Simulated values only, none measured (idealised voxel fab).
Process module heading - voxel self aligned vias
Square cells of 5 nm make up the cross-section cut, whose width is 145 nm.
Cross-section format: a grid of square cells, given as bands from top to bottom; each band is one or more rows of cells.
Heights first: top, then bottom, in nm. Then materials, left to right, each with a width in nm. "throughout" on a single material: fills the band edge to edge. "air": empty space.
Height is counted from the level 0, under which the received wafer is composed throughout of one material. The lowest of the bands is not closed at the bottom but continues downward, in the notation "0 and below".
Width spec "30->40" -> top row of cells at first value, bottom row at second value, equal per-row change in between.
The cross-section has no changed cell in any step marked "remained unchanged".
"Fully closed voids" - sealed voids, min. 8 cells, no opening to top; format: width x height at distance (distance from left edge; nm throughout).
Formally, on a step line, whatever follows the settings is a remark that the simulator itself makes on the step.
overlay nm: mask offset rightward from planned place, masked step; negative means leftward offset.
-- Process steps foreseen in the plan
1. op RECEIVE | material Si
2. op CONFORMAL_DEP | material SiO2 | thk nm 10
3. op CONFORMAL_DEP | material SiCN | thk nm 5
4. op DIRECTIONAL_DEP | material SiO2 | thk nm 30
5. op DIRECTIONAL_DEP | material aC | thk nm 10
6. op PATTERN | tone open | mask id LINES | material resist | width nm 30 | pitch nm 65 | thk nm 25 | overlay nm 0
7. op DIRECTIONAL_ETCH | etch materials aC | depth nm 10
8. op STRIP | etch materials resist
9. op DIRECTIONAL_ETCH | etch materials SiO2 | depth nm 30
10. op STRIP | etch materials aC
11. op CONFORMAL_DEP | material TiN | thk nm 5
12. op FILL_DEP | material W | thk nm 5
13. op CMP | height nm 45
14. op SELECTIVE_ETCH | etch materials W Ru TiN | depth nm 10
15. op FILL_DEP | material SiN | thk nm 10
16. op CMP | height nm 45
17. op DIRECTIONAL_DEP | material SiO2 | thk nm 20
18. op MASKED_ETCH | tone open | mask id VIAS | width nm 50 | etch materials SiO2 | depth nm 20 | overlay nm 0
19. op MASKED_ETCH | tone open | mask id VIAS | width nm 50 | etch materials SiN | depth nm 10 | overlay nm 0
20. op CONFORMAL_DEP | material TiN | thk nm 5
21. op FILL_DEP | material Cu | thk nm 10
22. op CMP | height nm 65
23. op CONFORMAL_DEP | material SiCN | thk nm 5
-- Cross-section of the wafer as it came to us, i.e., already through step 1
0 and below: Si throughout
Fully closed voids: none
-- First of two wafers at the end of the module, shown in cross-section; run carried out as planned
70 down to 65: SiCN throughout
65 down to 50: SiO2=15 / TiN=5 / Cu=40 / TiN=5 / SiO2=80
50 down to 45: SiO2=15 / TiN=15 / Cu=20 / TiN=15 / SiO2=80
45 down to 40: SiO2=25 / TiN=5 / Cu=20 / TiN=5 / SiO2=35 / SiN=30 / SiO2=25
40 down to 35: SiO2=25 / TiN=30 / SiO2=35 / SiN=30 / SiO2=25
35 down to 20: SiO2=25 / TiN=5 / W=20 / TiN=5 / SiO2=35 / TiN=5 / W=20 / TiN=5 / SiO2=25
20 down to 15: SiO2=25 / TiN=30 / SiO2=35 / TiN=30 / SiO2=25
15 down to 10: SiCN throughout
10 down to 0: SiO2 throughout
0 and below: Si throughout
Fully closed voids: none
-- Second wafer of the two, sectioned at the end of the module. It began like the first and followed the same plan, but one mistake was made while running it
70 down to 65: SiCN throughout
65 down to 50: SiO2=15 / TiN=5 / Cu=40 / TiN=5 / SiO2=80
50 down to 45: SiO2=15 / TiN=15 / Cu=20 / TiN=15 / SiO2=80
45 down to 40: SiO2=25 / TiN=5 / Cu=20 / TiN=5 / SiO2=35 / SiN=30 / SiO2=25
40 down to 35: SiO2=25 / TiN=30 / SiO2=35 / SiN=30 / SiO2=25
35 down to 20: SiO2=25 / TiN=5 / W=20 / TiN=5 / SiO2=35 / TiN=5 / W=20 / TiN=5 / SiO2=25
20 down to 15: SiO2=25 / TiN=30 / SiO2=35 / TiN=30 / SiO2=25
15 down to 0: SiCN throughout
0 and below: Si throughout
Fully closed voids: none
Run error: step 2 ran differently from the plan; actual operation with settings: op CONFORMAL_DEP | material SiCN | thk nm 10
Final cells, second wafer relative to first, materials higher or lower: SiCN: 58 more | SiO2: 58 fewer
